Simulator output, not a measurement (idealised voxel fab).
process module | voxel transistor to metal
cross-section cut | 170 nm wide | cells 5 nm
A cross-section is a grid of square cells, given in bands from the top down. A band is one or more rows of cells.
Each band's line starts with the height of the band's top and of its bottom, in nm. Then come its materials from left to right, each with its width in nm. One material with "throughout" fills the band from edge to edge. "air" is empty space.
Height 0 is the level under which the wafer as received is all one material. The lowest band goes on downwards, as in "0 down".
A width such as "30 to 40" changes by the same amount from each row of cells to the next, from the band's top row to its bottom row.
"no change" after a step means that no cell of the cross-section changed.
closed voids: empty space of 8 cells or more with no open way to the top, each as width x height at its distance from the left edge, in nm
after a step's settings: what the simulator itself notes on the step
overlay nm, on a step with a mask: how far to the right of its planned place the mask lay; to the left if negative
Each pair below shows a cross-section before one step and the cross-section after it, down to the lowest band that changed. The line under each pair gives the step between them, with its settings. The pairs can come from different runs of this module on the same starting wafer, so a pair continues from the pair above only where its "before" says so.
before
  0 down: Si throughout
  closed voids: none
after
  0 to -5: SiO2 throughout
  below -5: unchanged
  closed voids: none
the step between: op OXIDIZE | depth nm 5
before: the cross-section after the pair above
after
  10 to 0: SiN throughout
  below 0: unchanged
  closed voids: none
the step between: op CONFORMAL_DEP | material SiN | thk nm 10
before: the cross-section after the pair above
after
  10 to 0: air 20 | SiN 125 | air 25
  below 0: unchanged
  closed voids: none
the step between: op MASKED_ETCH | tone cover | mask id ACTIVE | width nm 125 | etch materials SiN | depth nm 10 | overlay nm 0
before: the cross-section after the pair above
after
  10 to 0: air 20 | SiN 125 | air 25
  0 to -5: air 20 | SiO2 125 | air 25
  below -5: unchanged
  closed voids: none
the step between: op MASKED_ETCH | tone cover | mask id ACTIVE | width nm 125 | etch materials SiO2 | depth nm 5 | overlay nm 0
before: the cross-section after the pair above
after
  10 to 0: air 20 | SiN 125 | air 25
  0 to -5: air 20 | SiO2 125 | air 25
  -5 to -30: air 20 | Si 125 | air 25
  below -30: unchanged
  closed voids: none
the step between: op MASKED_ETCH | tone cover | mask id ACTIVE | width nm 125 | etch materials Si | depth nm 25 | overlay nm 0
before: the cross-section after the pair above
after
  10 to 0: air 20 | SiN 125 | air 25
  0 to -5: air 20 | SiO2 125 | air 25
  -5 to -30: air 20 | SiO2 5 | Si 115 | SiO2 5 | air 25
  -30 to -35: SiO2 25 | Si 115 | SiO2 30
  below -35: unchanged
  closed voids: none
the step between: op OXIDIZE | depth nm 5
before: the cross-section after the pair above
after
  25 to 10: SiO2 throughout
  10 to 0: SiO2 20 | SiN 125 | SiO2 25
  0 to -5: SiO2 throughout
  -5 to -35: SiO2 25 | Si 115 | SiO2 30
  below -35: unchanged
  closed voids: none
the step between: op FILL_DEP | material SiO2 | thk nm 15
before: the cross-section after the pair above
after
  10 to 0: SiO2 20 | SiN 125 | SiO2 25
  below 0: unchanged
  closed voids: none
the step between: op CMP | height nm 10
before: the cross-section after the pair above
after
  10 to 5: air 20 | SiN 125 | air 25
  below 5: unchanged
  closed voids: none
the step between: op SELECTIVE_ETCH | etch materials SiO2 | depth nm 5
before: the cross-section after the pair above
after
  5 to 0: SiO2 20 | air 125 | SiO2 25
  below 0: unchanged
  closed voids: none
the step between: op STRIP | etch materials SiN
before: the cross-section after the pair above
after
  0 to -5: SiO2 15 | air 135 | SiO2 20
  below -5: unchanged
  closed voids: none
the step between: op SELECTIVE_ETCH | etch materials SiO2 | depth nm 5
before: the cross-section after the pair above
after
  0 to -5: SiO2 15 | air 135 | SiO2 20
  -5 to -10: SiO2 throughout
  below -10: unchanged
  closed voids: none
the step between: op OXIDIZE | depth nm 5
before: the cross-section after the pair above
after
  30 to 25: polySi 15 | air 135 | polySi 20
  25 to 0: polySi throughout
  0 to -5: SiO2 15 | polySi 135 | SiO2 20
  below -5: unchanged
  closed voids: none
the step between: op DIRECTIONAL_DEP | material polySi | thk nm 30
before: the cross-section after the pair above
after
  40 to 35: SiCN 15 | air 135 | SiCN 20
  35 to 30: SiCN throughout
  30 to 25: polySi 15 | SiCN 135 | polySi 20
  below 25: unchanged
  closed voids: none
the step between: op DIRECTIONAL_DEP | material SiCN | thk nm 10
before: the cross-section after the pair above
after
  35 to 30: air 70 | SiCN 25 | air 75
  30 to 25: polySi 15 | air 55 | SiCN 25 | air 55 | polySi 20
  below 25: unchanged
  closed voids: none
the step between: op MASKED_ETCH | tone cover | mask id GATE | width nm 25 | etch materials SiCN | depth nm 20 | overlay nm 0
before: the cross-section after the pair above
after
  35 to 25: air 70 | SiCN 25 | air 75
  25 to 0: air 70 | polySi 25 | air 75
  0 to -5: SiO2 15 | air 55 | polySi 25 | air 55 | SiO2 20
  below -5: unchanged
  closed voids: none
the step between: op MASKED_ETCH | tone cover | mask id GATE | width nm 25 | etch materials polySi | depth nm 40 | overlay nm 0
before: the cross-section after the pair above
after
  40 to 35: air 65 | SiO2 35 | air 70
  35 to 25: air 65 | SiO2 5 | SiCN 25 | SiO2 5 | air 70
  25 to 5: air 65 | SiO2 5 | polySi 25 | SiO2 5 | air 70
  5 to 0: SiO2 20 | air 45 | SiO2 5 | polySi 25 | SiO2 5 | air 45 | SiO2 25
  0 to -5: SiO2 70 | polySi 25 | SiO2 75
  below -5: unchanged
  closed voids: none
the step between: op CONFORMAL_DEP | material SiO2 | thk nm 5
before: the cross-section after the pair above
after
  35 to 25: air 65 | SiO2 5 | SiCN 25 | SiO2 5 | air 70
  25 to 0: air 65 | SiO2 5 | polySi 25 | SiO2 5 | air 70
  0 to -5: SiO2 20 | air 45 | SiO2 5 | polySi 25 | SiO2 5 | air 45 | SiO2 25
  below -5: unchanged
  closed voids: none
the step between: op DIRECTIONAL_ETCH | etch materials SiO2 | depth nm 5
before: the cross-section after the pair above
after
  45 to 35: air 55 | SiN 55 | air 60
  35 to 25: air 55 | SiN 10 | SiO2 5 | SiCN 25 | SiO2 5 | SiN 10 | air 60
  25 to 10: air 55 | SiN 10 | SiO2 5 | polySi 25 | SiO2 5 | SiN 10 | air 60
  10 to 5: SiN 30 | air 25 | SiN 10 | SiO2 5 | polySi 25 | SiO2 5 | SiN 10 | air 25 | SiN 35
  5 to 0: SiN 65 | SiO2 5 | polySi 25 | SiO2 5 | SiN 70
  0 to -5: SiO2 20 | SiN 45 | SiO2 5 | polySi 25 | SiO2 5 | SiN 45 | SiO2 25
  below -5: unchanged
  closed voids: none
the step between: op CONFORMAL_DEP | material SiN | thk nm 10
before: the cross-section after the pair above
after
  35 to 25: air 55 | SiN 10 | SiO2 5 | SiCN 25 | SiO2 5 | SiN 10 | air 60
  25 to 0: air 55 | SiN 10 | SiO2 5 | polySi 25 | SiO2 5 | SiN 10 | air 60
  0 to -5: SiO2 20 | SiN 10 | air 25 | SiN 10 | SiO2 5 | polySi 25 | SiO2 5 | SiN 10 | air 25 | SiN 10 | SiO2 25
  below -5: unchanged
  closed voids: none
the step between: op DIRECTIONAL_ETCH | etch materials SiN | depth nm 10
before: the cross-section after the pair above
after
  35 to 30: air 55 | SiN 10 | air 5 | SiCN 25 | air 5 | SiN 10 | air 60
  30 to 25: air 55 | SiN 10 | SiO2 5 | SiCN 25 | SiO2 5 | SiN 10 | air 60
  25 to 0: air 55 | SiN 10 | SiO2 5 | polySi 25 | SiO2 5 | SiN 10 | air 60
  0 to -5: air 20 | SiN 10 | air 25 | SiN 10 | SiO2 5 | polySi 25 | SiO2 5 | SiN 10 | air 25 | SiN 10 | air 25
  -5 to -10: SiO2 30 | air 25 | SiO2 55 | air 25 | SiO2 35
  below -10: unchanged
  closed voids: none
the step between: op DIRECTIONAL_ETCH | etch materials SiO2 | depth nm 5
before: the cross-section after the pair above
after
  35 to 30: air 55 | SiN 10 | air 5 | SiCN 25 | air 5 | SiN 10 | air 60
  30 to 25: air 55 | SiN 10 | SiO2 5 | SiCN 25 | SiO2 5 | SiN 10 | air 60
  25 to 0: air 55 | SiN 10 | SiO2 5 | polySi 25 | SiO2 5 | SiN 10 | air 60
  0 to -5: air 20 | SiN 10 | air 25 | SiN 10 | SiO2 5 | polySi 25 | SiO2 5 | SiN 10 | air 25 | SiN 10 | air 25
  -5 to -10: SiO2 30 | air 25 | SiO2 55 | air 25 | SiO2 35
  -10 to -20: SiO2 25 | Si 5 | air 25 | Si 55 | air 25 | Si 5 | SiO2 30
  below -20: unchanged
  closed voids: none
the step between: op DIRECTIONAL_ETCH | etch materials Si | depth nm 10
before: the cross-section after the pair above
after
  35 to 30: air 55 | SiN 10 | air 5 | SiCN 25 | air 5 | SiN 10 | air 60
  30 to 25: air 55 | SiN 10 | SiO2 5 | SiCN 25 | SiO2 5 | SiN 10 | air 60
  25 to 5: air 55 | SiN 10 | SiO2 5 | polySi 25 | SiO2 5 | SiN 10 | air 60
  5 to 0: air 25 | pSi 30 | SiN 10 | SiO2 5 | polySi 25 | SiO2 5 | SiN 10 | pSi 30 | air 30
  0 to -5: air 20 | SiN 10 | pSi 25 | SiN 10 | SiO2 5 | polySi 25 | SiO2 5 | SiN 10 | pSi 25 | SiN 10 | air 25
  -5 to -10: SiO2 30 | pSi 25 | SiO2 55 | pSi 25 | SiO2 35
  -10 to -20: SiO2 25 | Si 5 | pSi 25 | Si 55 | pSi 25 | Si 5 | SiO2 30
  below -20: unchanged
  closed voids: none
the step between: op EPI | material pSi | thk nm 15
before: the cross-section after the pair above
after
  40 to 35: SiO2 throughout
  35 to 25: SiO2 55 | SiN 10 | SiO2 5 | SiCN 25 | SiO2 5 | SiN 10 | SiO2 60
  25 to 5: SiO2 55 | SiN 10 | SiO2 5 | polySi 25 | SiO2 5 | SiN 10 | SiO2 60
  5 to 0: SiO2 25 | pSi 30 | SiN 10 | SiO2 5 | polySi 25 | SiO2 5 | SiN 10 | pSi 30 | SiO2 30
  0 to -5: SiO2 20 | SiN 10 | pSi 25 | SiN 10 | SiO2 5 | polySi 25 | SiO2 5 | SiN 10 | pSi 25 | SiN 10 | SiO2 25
  below -5: unchanged
  closed voids: none
the step between: op FILL_DEP | material SiO2 | thk nm 5
before: the cross-section after the pair above
after
  35 to 25: SiO2 55 | SiN 10 | SiO2 5 | SiCN 25 | SiO2 5 | SiN 10 | SiO2 60
  below 25: unchanged
  closed voids: none
the step between: op CMP | height nm 35
before: the cross-section after the pair above
after
  45 to 35: SiO2 throughout
  below 35: unchanged
  closed voids: none
the step between: op DIRECTIONAL_DEP | material SiO2 | thk nm 10
before: the cross-section after the pair above
after
  65 to 45: resist 30 | air 35 | resist 35 | air 35 | resist 35
  below 45: unchanged
  closed voids: none
the step between: op PATTERN | tone open | mask id CONTACT | material resist | width nm 35 | pitch nm 70 | thk nm 20 | overlay nm 0
before: the cross-section after the pair above
after
  65 to 45: resist 30 | air 35 | resist 35 | air 35 | resist 35
  45 to 35: SiO2 30 | air 35 | SiO2 35 | air 35 | SiO2 35
  35 to 25: SiO2 30 | air 25 | SiN 10 | SiO2 5 | SiCN 25 | SiO2 5 | SiN 10 | air 25 | SiO2 35
  25 to 5: SiO2 30 | air 25 | SiN 10 | SiO2 5 | polySi 25 | SiO2 5 | SiN 10 | air 25 | SiO2 35
  below 5: unchanged
  closed voids: none
the step between: op DIRECTIONAL_ETCH | etch materials SiO2 | depth nm 40
before: the cross-section after the pair above
after
  45 to 35: SiO2 30 | air 35 | SiO2 35 | air 35 | SiO2 35
  below 35: unchanged
  closed voids: none
the step between: op STRIP | etch materials resist
before: the cross-section after the pair above
after
  50 to 45: TiN 35 | air 25 | TiN 45 | air 25 | TiN 40
  45 to 35: SiO2 30 | TiN 5 | air 25 to 15 | TiN 5 to 15 | SiO2 35 | TiN 5 to 15 | air 25 to 15 | TiN 5 | SiO2 35
  35 to 25: SiO2 30 | TiN 5 | air 15 | TiN 5 | SiN 10 | SiO2 5 | SiCN 25 | SiO2 5 | SiN 10 | TiN 5 | air 15 | TiN 5 | SiO2 35
  25 to 10: SiO2 30 | TiN 5 | air 15 | TiN 5 | SiN 10 | SiO2 5 | polySi 25 | SiO2 5 | SiN 10 | TiN 5 | air 15 | TiN 5 | SiO2 35
  10 to 5: SiO2 30 | TiN 25 | SiN 10 | SiO2 5 | polySi 25 | SiO2 5 | SiN 10 | TiN 25 | SiO2 35
  below 5: unchanged
  closed voids: none
the step between: op CONFORMAL_DEP | material TiN | thk nm 5
before: the cross-section after the pair above
after
  60 to 50: W throughout
  50 to 45: TiN 35 | W 25 | TiN 45 | W 25 | TiN 40
  45 to 35: SiO2 30 | TiN 5 | W 25 to 15 | TiN 5 to 15 | SiO2 35 | TiN 5 to 15 | W 25 to 15 | TiN 5 | SiO2 35
  35 to 25: SiO2 30 | TiN 5 | W 15 | TiN 5 | SiN 10 | SiO2 5 | SiCN 25 | SiO2 5 | SiN 10 | TiN 5 | W 15 | TiN 5 | SiO2 35
  25 to 10: SiO2 30 | TiN 5 | W 15 | TiN 5 | SiN 10 | SiO2 5 | polySi 25 | SiO2 5 | SiN 10 | TiN 5 | W 15 | TiN 5 | SiO2 35
  below 10: unchanged
  closed voids: none
the step between: op FILL_DEP | material W | thk nm 10
before: the cross-section after the pair above
after
  45 to 35: SiO2 30 | TiN 5 | W 25 to 15 | TiN 5 to 15 | SiO2 35 | TiN 5 to 15 | W 25 to 15 | TiN 5 | SiO2 35
  below 35: unchanged
  closed voids: none
the step between: op CMP | height nm 45
before: the cross-section after the pair above
after
  50 to 45: SiN throughout
  below 45: unchanged
  closed voids: none
the step between: op CONFORMAL_DEP | material SiN | thk nm 5
before: the cross-section after the pair above
after
  75 to 50: lowk throughout
  below 50: unchanged
  closed voids: none
the step between: op DIRECTIONAL_DEP | material lowk | thk nm 25
before: the cross-section after the pair above
after
  90 to 75: aC throughout
  below 75: unchanged
  closed voids: none
the step between: op DIRECTIONAL_DEP | material aC | thk nm 15
before: the cross-section after the pair above
after
  120 to 90: resist 30 | air 20 | resist 65 | air 20 | resist 35
  below 90: unchanged
  closed voids: none
the step between: op PATTERN | tone open | mask id METAL_1 | material resist | width nm 20 | pitch nm 85 | thk nm 30 | overlay nm 0
before: the cross-section after the pair above
after
  105 to 90: resist 30 | air 20 | resist 65 | air 20 | resist 35
  90 to 75: aC 30 | air 20 | aC 65 | air 20 | aC 35
  below 75: unchanged
  closed voids: none
the step between: op DIRECTIONAL_ETCH | etch materials aC | depth nm 15
before: the cross-section after the pair above
after
  90 to 75: aC 30 | air 20 | aC 65 | air 20 | aC 35
  below 75: unchanged
  closed voids: none
the step between: op STRIP | etch materials resist
before: the cross-section after the pair above
after
  90 to 75: aC 30 | air 20 | aC 65 | air 20 | aC 35
  75 to 50: lowk 30 | air 20 | lowk 65 | air 20 | lowk 35
  below 50: unchanged
  closed voids: none
the step between: op DIRECTIONAL_ETCH | etch materials lowk | depth nm 25
before: the cross-section after the pair above
after
  90 to 75: aC 30 | air 20 | aC 65 | air 20 | aC 35
  75 to 50: lowk 30 | air 20 | lowk 65 | air 20 | lowk 35
  50 to 45: SiN 30 | air 20 | SiN 65 | air 20 | SiN 35
  below 45: unchanged
  closed voids: none
the step between: op DIRECTIONAL_ETCH | etch materials SiN | depth nm 5
before: the cross-section after the pair above
after
  75 to 50: lowk 30 | air 20 | lowk 65 | air 20 | lowk 35
  below 50: unchanged
  closed voids: none
the step between: op STRIP | etch materials aC
before: the cross-section after the pair above
after
  80 to 75: TiN 35 | air 10 | TiN 75 | air 10 | TiN 40
  75 to 50: lowk 30 | TiN 5 | air 10 | TiN 5 | lowk 65 | TiN 5 | air 10 | TiN 5 | lowk 35
  50 to 45: SiN 30 | TiN 20 | SiN 65 | TiN 20 | SiN 35
  below 45: unchanged
  closed voids: none
the step between: op CONFORMAL_DEP | material TiN | thk nm 5
before: the cross-section after the pair above
after
  85 to 80: Ru throughout
  80 to 75: TiN 35 | Ru 10 | TiN 75 | Ru 10 | TiN 40
  75 to 50: lowk 30 | TiN 5 | Ru 10 | TiN 5 | lowk 65 | TiN 5 | Ru 10 | TiN 5 | lowk 35
  below 50: unchanged
  closed voids: none
the step between: op FILL_DEP | material Ru | thk nm 5
before: the cross-section after the pair above
after
  75 to 50: lowk 30 | TiN 5 | Ru 10 | TiN 5 | lowk 65 | TiN 5 | Ru 10 | TiN 5 | lowk 35
  below 50: unchanged
  closed voids: none
the step between: op CMP | height nm 75
before: the cross-section after the pair above
after
  80 to 75: SiCN throughout
  below 75: unchanged
  closed voids: none
the step between: op CONFORMAL_DEP | material SiCN | thk nm 5
before: the cross-section after the pair above
after
  105 to 80: lowk throughout
  below 80: unchanged
  closed voids: none
the step between: op DIRECTIONAL_DEP | material lowk | thk nm 25
before: the cross-section after the pair above
after
  105 to 90: lowk 30 | air 20 | lowk 65 | air 20 | lowk 35
  below 90: unchanged
  closed voids: none
the step between: op MASKED_ETCH | tone open | mask id METAL_2 | width nm 20 | pitch nm 85 | etch materials lowk | depth nm 15 | overlay nm 0
before: the cross-section after the pair above
after
  105 to 90: lowk 30 | air 20 | lowk 65 | air 20 | lowk 35
  90 to 80: lowk 30 | air 15 | lowk 70 | air 15 | lowk 40
  below 80: unchanged
  closed voids: none
the step between: op MASKED_ETCH | tone open | mask id METAL_2_HOLES | width nm 15 | pitch nm 85 | etch materials lowk | depth nm 10 | overlay nm 0
before: the cross-section after the pair above
after
  105 to 90: lowk 30 | air 20 | lowk 65 | air 20 | lowk 35
  90 to 80: lowk 30 | air 15 | lowk 70 | air 15 | lowk 40
  80 to 75: SiCN 30 | air 15 | SiCN 70 | air 15 | SiCN 40
  below 75: unchanged
  closed voids: none
the step between: op MASKED_ETCH | tone open | mask id METAL_2_HOLES | width nm 15 | pitch nm 85 | etch materials SiCN | depth nm 5 | overlay nm 0
before: the cross-section after the pair above
after
  110 to 105: TiN 35 | air 10 | TiN 75 | air 10 | TiN 40
  105 to 95: lowk 30 | TiN 5 | air 10 | TiN 5 | lowk 65 | TiN 5 | air 10 | TiN 5 | lowk 35
  95 to 90: lowk 30 | TiN 5 | air 5 | TiN 10 | lowk 65 | TiN 5 | air 5 | TiN 10 | lowk 35
  90 to 80: lowk 30 | TiN 5 | air 5 | TiN 5 | lowk 70 | TiN 5 | air 5 | TiN 5 | lowk 40
  80 to 75: SiCN 30 | TiN 15 | SiCN 70 | TiN 15 | SiCN 40
  below 75: unchanged
  closed voids: none
the step between: op CONFORMAL_DEP | material TiN | thk nm 5
before: the cross-section after the pair above
after
  120 to 110: Cu throughout
  110 to 105: TiN 35 | Cu 10 | TiN 75 | Cu 10 | TiN 40
  105 to 95: lowk 30 | TiN 5 | Cu 10 | TiN 5 | lowk 65 | TiN 5 | Cu 10 | TiN 5 | lowk 35
  95 to 90: lowk 30 | TiN 5 | Cu 5 | TiN 10 | lowk 65 | TiN 5 | Cu 5 | TiN 10 | lowk 35
  90 to 80: lowk 30 | TiN 5 | Cu 5 | TiN 5 | lowk 70 | TiN 5 | Cu 5 | TiN 5 | lowk 40
  below 80: unchanged
  closed voids: none
the step between: op FILL_DEP | material Cu | thk nm 10
before: the cross-section after the pair above
after
  105 to 95: lowk 30 | TiN 5 | Cu 10 | TiN 5 | lowk 65 | TiN 5 | Cu 10 | TiN 5 | lowk 35
  below 95: unchanged
  closed voids: none
the step between: op CMP | height nm 105
before: the cross-section after the pair above
after
  110 to 105: SiCN throughout
  below 105: unchanged
  closed voids: none
the step between: op CONFORMAL_DEP | material SiCN | thk nm 5
before
  35 to 25: air 65 | SiO2 5 | SiCN 25 | SiO2 5 | air 70
  25 to 0: air 65 | SiO2 5 | polySi 25 | SiO2 5 | air 70
  0 to -5: SiO2 20 | air 45 | SiO2 5 | polySi 25 | SiO2 5 | air 45 | SiO2 25
  -5 to -10: SiO2 throughout
  -10 to -35: SiO2 25 | Si 115 | SiO2 30
  -35 down: Si throughout
  closed voids: none
after
  35 to 30: air 70 | SiCN 25 | air 75
  30 to 25: air 65 | SiO2 5 | SiCN 25 | SiO2 5 | air 70
  25 to -5: air 65 | SiO2 5 | polySi 25 | SiO2 5 | air 70
  -5 to -10: SiO2 20 | air 45 | SiO2 35 | air 45 | SiO2 25
  below -10: unchanged
  closed voids: none
the step between: op DIRECTIONAL_ETCH | etch materials SiO2 | depth nm 5
before: the cross-section after the pair above
after
  35 to 30: air 70 | SiCN 25 | air 75
  30 to 25: air 65 | SiO2 5 | SiCN 25 | SiO2 5 | air 70
  25 to -5: air 65 | SiO2 5 | polySi 25 | SiO2 5 | air 70
  -5 to -10: SiO2 20 | air 45 | SiO2 35 | air 45 | SiO2 25
  -10 to -20: SiO2 25 | air 40 | Si 35 | air 40 | SiO2 30
  below -20: unchanged
  closed voids: none
the step between: op DIRECTIONAL_ETCH | etch materials Si | depth nm 10
before: the cross-section after the pair above
after
  35 to 30: air 70 | SiCN 25 | air 75
  30 to 25: air 65 | SiO2 5 | SiCN 25 | SiO2 5 | air 70
  25 to 5: air 65 | SiO2 5 | polySi 25 | SiO2 5 | air 70
  5 to -5: air 50 | pSi 15 | SiO2 5 | polySi 25 | SiO2 5 | pSi 15 | air 55
  -5 to -10: SiO2 20 | pSi 45 | SiO2 35 | pSi 45 | SiO2 25
  -10 to -20: SiO2 25 | pSi 40 | Si 35 | pSi 40 | SiO2 30
  below -20: unchanged
  closed voids: none
the step between: op EPI | material pSi | thk nm 15
before: the cross-section after the pair above
after
  40 to 35: SiO2 throughout
  35 to 25: SiO2 70 | SiCN 25 | SiO2 75
  25 to 5: SiO2 70 | polySi 25 | SiO2 75
  5 to -5: SiO2 50 | pSi 15 | SiO2 5 | polySi 25 | SiO2 5 | pSi 15 | SiO2 55
  below -5: unchanged
  closed voids: none
the step between: op FILL_DEP | material SiO2 | thk nm 5
before: the cross-section after the pair above
after
  35 to 25: SiO2 70 | SiCN 25 | SiO2 75
  below 25: unchanged
  closed voids: none
the step between: op CMP | height nm 35
before: the cross-section after the pair above
after
  45 to 35: SiO2 throughout
  below 35: unchanged
  closed voids: none
the step between: op DIRECTIONAL_DEP | material SiO2 | thk nm 10
before: the cross-section after the pair above
after
  65 to 45: resist 30 | air 35 | resist 35 | air 35 | resist 35
  below 45: unchanged
  closed voids: none
the step between: op PATTERN | tone open | mask id CONTACT | material resist | width nm 35 | pitch nm 70 | thk nm 20 | overlay nm 0
before: the cross-section after the pair above
after
  65 to 45: resist 30 | air 35 | resist 35 | air 35 | resist 35
  45 to 35: SiO2 30 | air 35 | SiO2 35 | air 35 | SiO2 35
  35 to 25: SiO2 30 | air 35 | SiO2 5 | SiCN 25 | SiO2 5 | air 35 | SiO2 35
  25 to 5: SiO2 30 | air 35 | SiO2 5 | polySi 25 | SiO2 5 | air 35 | SiO2 35
  below 5: unchanged
  closed voids: none
the step between: op DIRECTIONAL_ETCH | etch materials SiO2 | depth nm 40
before: the cross-section after the pair above
after
  45 to 35: SiO2 30 | air 35 | SiO2 35 | air 35 | SiO2 35
  below 35: unchanged
  closed voids: none
the step between: op STRIP | etch materials resist
before: the cross-section after the pair above
after
  50 to 45: TiN 35 | air 25 | TiN 45 | air 25 | TiN 40
  45 to 35: SiO2 30 | TiN 5 | air 25 | TiN 5 | SiO2 35 | TiN 5 | air 25 | TiN 5 | SiO2 35
  35 to 25: SiO2 30 | TiN 5 | air 25 | TiN 5 | SiO2 5 | SiCN 25 | SiO2 5 | TiN 5 | air 25 | TiN 5 | SiO2 35
  25 to 10: SiO2 30 | TiN 5 | air 25 | TiN 5 | SiO2 5 | polySi 25 | SiO2 5 | TiN 5 | air 25 | TiN 5 | SiO2 35
  10 to 5: SiO2 30 | TiN 35 | SiO2 5 | polySi 25 | SiO2 5 | TiN 35 | SiO2 35
  below 5: unchanged
  closed voids: none
the step between: op CONFORMAL_DEP | material TiN | thk nm 5
before: the cross-section after the pair above
after
  60 to 50: W throughout
  50 to 45: TiN 35 | W 25 | TiN 45 | W 25 | TiN 40
  45 to 35: SiO2 30 | TiN 5 | W 25 | TiN 5 | SiO2 35 | TiN 5 | W 25 | TiN 5 | SiO2 35
  35 to 25: SiO2 30 | TiN 5 | W 25 | TiN 5 | SiO2 5 | SiCN 25 | SiO2 5 | TiN 5 | W 25 | TiN 5 | SiO2 35
  25 to 10: SiO2 30 | TiN 5 | W 25 | TiN 5 | SiO2 5 | polySi 25 | SiO2 5 | TiN 5 | W 25 | TiN 5 | SiO2 35
  below 10: unchanged
  closed voids: none
the step between: op FILL_DEP | material W | thk nm 10
before: the cross-section after the pair above
after
  45 to 35: SiO2 30 | TiN 5 | W 25 | TiN 5 | SiO2 35 | TiN 5 | W 25 | TiN 5 | SiO2 35
  below 35: unchanged
  closed voids: none
the step between: op CMP | height nm 45
before: the cross-section after the pair above
after
  50 to 45: SiN throughout
  below 45: unchanged
  closed voids: none
the step between: op CONFORMAL_DEP | material SiN | thk nm 5
before: the cross-section after the pair above
after
  75 to 50: lowk throughout
  below 50: unchanged
  closed voids: none
the step between: op DIRECTIONAL_DEP | material lowk | thk nm 25
before: the cross-section after the pair above
after
  90 to 75: aC throughout
  below 75: unchanged
  closed voids: none
the step between: op DIRECTIONAL_DEP | material aC | thk nm 15
before: the cross-section after the pair above
after
  120 to 90: resist 30 | air 20 | resist 65 | air 20 | resist 35
  below 90: unchanged
  closed voids: none
the step between: op PATTERN | tone open | mask id METAL_1 | material resist | width nm 20 | pitch nm 85 | thk nm 30 | overlay nm 0
before: the cross-section after the pair above
after
  105 to 90: resist 30 | air 20 | resist 65 | air 20 | resist 35
  90 to 75: aC 30 | air 20 | aC 65 | air 20 | aC 35
  below 75: unchanged
  closed voids: none
the step between: op DIRECTIONAL_ETCH | etch materials aC | depth nm 15
before: the cross-section after the pair above
after
  90 to 75: aC 30 | air 20 | aC 65 | air 20 | aC 35
  below 75: unchanged
  closed voids: none
the step between: op STRIP | etch materials resist
before: the cross-section after the pair above
after
  90 to 75: aC 30 | air 20 | aC 65 | air 20 | aC 35
  75 to 50: lowk 30 | air 20 | lowk 65 | air 20 | lowk 35
  below 50: unchanged
  closed voids: none
the step between: op DIRECTIONAL_ETCH | etch materials lowk | depth nm 25
before: the cross-section after the pair above
after
  90 to 75: aC 30 | air 20 | aC 65 | air 20 | aC 35
  75 to 50: lowk 30 | air 20 | lowk 65 | air 20 | lowk 35
  50 to 45: SiN 30 | air 20 | SiN 65 | air 20 | SiN 35
  below 45: unchanged
  closed voids: none
the step between: op DIRECTIONAL_ETCH | etch materials SiN | depth nm 5
before: the cross-section after the pair above
after
  75 to 50: lowk 30 | air 20 | lowk 65 | air 20 | lowk 35
  below 50: unchanged
  closed voids: none
the step between: op STRIP | etch materials aC
before: the cross-section after the pair above
after
  80 to 75: TiN 35 | air 10 | TiN 75 | air 10 | TiN 40
  75 to 50: lowk 30 | TiN 5 | air 10 | TiN 5 | lowk 65 | TiN 5 | air 10 | TiN 5 | lowk 35
  50 to 45: SiN 30 | TiN 20 | SiN 65 | TiN 20 | SiN 35
  below 45: unchanged
  closed voids: none
the step between: op CONFORMAL_DEP | material TiN | thk nm 5
before: the cross-section after the pair above
after
  85 to 80: Ru throughout
  80 to 75: TiN 35 | Ru 10 | TiN 75 | Ru 10 | TiN 40
  75 to 50: lowk 30 | TiN 5 | Ru 10 | TiN 5 | lowk 65 | TiN 5 | Ru 10 | TiN 5 | lowk 35
  below 50: unchanged
  closed voids: none
the step between: op FILL_DEP | material Ru | thk nm 5
before: the cross-section after the pair above
after
  75 to 50: lowk 30 | TiN 5 | Ru 10 | TiN 5 | lowk 65 | TiN 5 | Ru 10 | TiN 5 | lowk 35
  below 50: unchanged
  closed voids: none
the step between: op CMP | height nm 75
before: the cross-section after the pair above
after
  80 to 75: SiCN throughout
  below 75: unchanged
  closed voids: none
the step between: op CONFORMAL_DEP | material SiCN | thk nm 5
before: the cross-section after the pair above
after
  105 to 80: lowk throughout
  below 80: unchanged
  closed voids: none
the step between: op DIRECTIONAL_DEP | material lowk | thk nm 25
before: the cross-section after the pair above
after
  105 to 90: lowk 30 | air 20 | lowk 65 | air 20 | lowk 35
  below 90: unchanged
  closed voids: none
the step between: op MASKED_ETCH | tone open | mask id METAL_2 | width nm 20 | pitch nm 85 | etch materials lowk | depth nm 15 | overlay nm 0
before: the cross-section after the pair above
after
  105 to 90: lowk 30 | air 20 | lowk 65 | air 20 | lowk 35
  90 to 80: lowk 30 | air 15 | lowk 70 | air 15 | lowk 40
  below 80: unchanged
  closed voids: none
the step between: op MASKED_ETCH | tone open | mask id METAL_2_HOLES | width nm 15 | pitch nm 85 | etch materials lowk | depth nm 10 | overlay nm 0
before: the cross-section after the pair above
after
  105 to 90: lowk 30 | air 20 | lowk 65 | air 20 | lowk 35
  90 to 80: lowk 30 | air 15 | lowk 70 | air 15 | lowk 40
  80 to 75: SiCN 30 | air 15 | SiCN 70 | air 15 | SiCN 40
  below 75: unchanged
  closed voids: none
the step between: op MASKED_ETCH | tone open | mask id METAL_2_HOLES | width nm 15 | pitch nm 85 | etch materials SiCN | depth nm 5 | overlay nm 0
before: the cross-section after the pair above
after
  110 to 105: TiN 35 | air 10 | TiN 75 | air 10 | TiN 40
  105 to 95: lowk 30 | TiN 5 | air 10 | TiN 5 | lowk 65 | TiN 5 | air 10 | TiN 5 | lowk 35
  95 to 90: lowk 30 | TiN 5 | air 5 | TiN 10 | lowk 65 | TiN 5 | air 5 | TiN 10 | lowk 35
  90 to 80: lowk 30 | TiN 5 | air 5 | TiN 5 | lowk 70 | TiN 5 | air 5 | TiN 5 | lowk 40
  80 to 75: SiCN 30 | TiN 15 | SiCN 70 | TiN 15 | SiCN 40
  below 75: unchanged
  closed voids: none
the step between: op CONFORMAL_DEP | material TiN | thk nm 5
before: the cross-section after the pair above
after
  120 to 110: Cu throughout
  110 to 105: TiN 35 | Cu 10 | TiN 75 | Cu 10 | TiN 40
  105 to 95: lowk 30 | TiN 5 | Cu 10 | TiN 5 | lowk 65 | TiN 5 | Cu 10 | TiN 5 | lowk 35
  95 to 90: lowk 30 | TiN 5 | Cu 5 | TiN 10 | lowk 65 | TiN 5 | Cu 5 | TiN 10 | lowk 35
  90 to 80: lowk 30 | TiN 5 | Cu 5 | TiN 5 | lowk 70 | TiN 5 | Cu 5 | TiN 5 | lowk 40
  below 80: unchanged
  closed voids: none
the step between: op FILL_DEP | material Cu | thk nm 10
before: the cross-section after the pair above
after
  105 to 95: lowk 30 | TiN 5 | Cu 10 | TiN 5 | lowk 65 | TiN 5 | Cu 10 | TiN 5 | lowk 35
  below 95: unchanged
  closed voids: none
the step between: op CMP | height nm 105
